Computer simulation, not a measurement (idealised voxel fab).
process module | voxel transistor to metal
cross-section cut | 185 nm wide | cells 5 nm
A cross-section is a grid of square cells, given in bands from the top down. A band is one or more rows of cells.
Each band's line starts with the height of the band's top and of its bottom, in nm. Then come its materials from left to right, each with its width in nm. One material with "throughout" fills the band from edge to edge. "air" is empty space.
Height 0 is the level under which the wafer as received is all one material. The lowest band goes on downwards, as in "0 down".
A width such as "30 to 40" changes by the same amount from each row of cells to the next, from the band's top row to its bottom row.
"no change" after a step means that no cell of the cross-section changed.
closed voids: empty space of 8 cells or more with no open way to the top, each as width x height at its distance from the left edge, in nm
after a step's settings: what the simulator itself notes on the step
overlay nm, on a step with a mask: how far to the right of its planned place the mask lay; to the left if negative
plan
1 op RECEIVE | material Si
2 op CONFORMAL_DEP | material SiO2 | thk nm 5
3 op CONFORMAL_DEP | material SiN | thk nm 10
4 op MASKED_ETCH | tone cover | mask id ACTIVE | width nm 95 | etch materials SiN | depth nm 10 | overlay nm 0
5 op MASKED_ETCH | tone cover | mask id ACTIVE | width nm 95 | etch materials SiO2 | depth nm 5 | overlay nm 0
6 op MASKED_ETCH | tone cover | mask id ACTIVE | width nm 95 | etch materials Si | depth nm 30 | overlay nm 0
7 op FILL_DEP | material SiO2 | thk nm 10
8 op CMP | height nm 15
9 op SELECTIVE_ETCH | etch materials SiO2 | depth nm 5
10 op STRIP | etch materials SiN
11 op SELECTIVE_ETCH | etch materials SiO2 | depth nm 5
12 op OXIDIZE | depth nm 5
13 op DIRECTIONAL_DEP | material polySi | thk nm 30
14 op DIRECTIONAL_DEP | material SiCN | thk nm 10
15 op MASKED_ETCH | tone cover | mask id GATE | width nm 15 | etch materials SiCN | depth nm 20 | overlay nm 0
16 op MASKED_ETCH | tone cover | mask id GATE | width nm 15 | etch materials polySi | depth nm 40 | overlay nm 0
17 op CONFORMAL_DEP | material SiN | thk nm 10
18 op DIRECTIONAL_ETCH | etch materials SiN | depth nm 10
19 op DIRECTIONAL_ETCH | etch materials SiO2 | depth nm 5
20 op DIRECTIONAL_ETCH | etch materials Si | depth nm 10
21 op EPI | material nSi | thk nm 10
22 op FILL_DEP | material SiO2 | thk nm 10
23 op CMP | height nm 40
24 op DIRECTIONAL_DEP | material SiO2 | thk nm 10
25 op PATTERN | tone open | mask id CONTACT | material resist | width nm 30 | pitch nm 55 | thk nm 20 | overlay nm 0
26 op DIRECTIONAL_ETCH | etch materials SiO2 | depth nm 55
27 op STRIP | etch materials resist
28 op CONFORMAL_DEP | material TiN | thk nm 5
29 op FILL_DEP | material Ru | thk nm 5
30 op CMP | height nm 50
31 op DIRECTIONAL_DEP | material TiN | thk nm 5
32 op DIRECTIONAL_DEP | material W | thk nm 15
33 op PATTERN | tone cover | mask id METAL_1 | material resist | width nm 20 | pitch nm 65 | thk nm 20 | overlay nm 0
34 op DIRECTIONAL_ETCH | etch materials W | depth nm 15
35 op DIRECTIONAL_ETCH | etch materials TiN | depth nm 5
36 op STRIP | etch materials resist
37 op CONFORMAL_DEP | material SiCN | thk nm 5
38 op FILL_DEP | material SiO2 | thk nm 5
39 op CMP | height nm 70
40 op CONFORMAL_DEP | material SiN | thk nm 5
as received, after step 1
  0 down: Si throughout
  closed voids: none
a wafer at the end: this start, this plan, one mistake
  70 to 65: SiN throughout
  65 to 55: SiO2 45 | SiCN 5 | W 20 | SiCN 5 | SiO2 35 | SiCN 5 | W 20 | SiCN 5 | SiO2 45
  55 to 50: SiCN 50 | TiN 20 | SiCN 45 | TiN 20 | SiCN 50
  50 to 40: SiO2 50 | TiN 5 | Ru 20 to 15 | TiN 5 to 10 | SiO2 25 | TiN 5 to 10 | Ru 20 to 15 | TiN 5 | SiO2 50
  40 to 30: SiO2 50 | TiN 5 | Ru 15 | TiN 5 | SiN 10 | SiCN 15 | SiN 10 | TiN 5 | Ru 15 | TiN 5 | SiO2 50
  30 to 10: SiO2 50 | TiN 5 | Ru 15 | TiN 5 | SiN 10 | polySi 15 | SiN 10 | TiN 5 | Ru 15 | TiN 5 | SiO2 50
  10 to 5: SiO2 50 | TiN 25 | SiN 10 | polySi 15 | SiN 10 | TiN 25 | SiO2 50
  5 to 0: SiO2 40 | SiN 10 | nSi 10 | TiN 5 | nSi 10 | SiN 10 | polySi 15 | SiN 10 | nSi 10 | TiN 5 | nSi 10 | SiN 10 | SiO2 40
  0 to -5: SiO2 50 | nSi 10 | TiN 5 | nSi 10 | SiO2 35 | nSi 10 | TiN 5 | nSi 10 | SiO2 50
  -5 to -15: SiO2 45 | Si 5 | nSi 25 | Si 35 | nSi 25 | Si 5 | SiO2 45
  -15 to -30: SiO2 45 | Si 95 | SiO2 45
  -30 down: Si throughout
  closed voids: none
what went wrong: step 39 ran as: op CMP | height nm 65
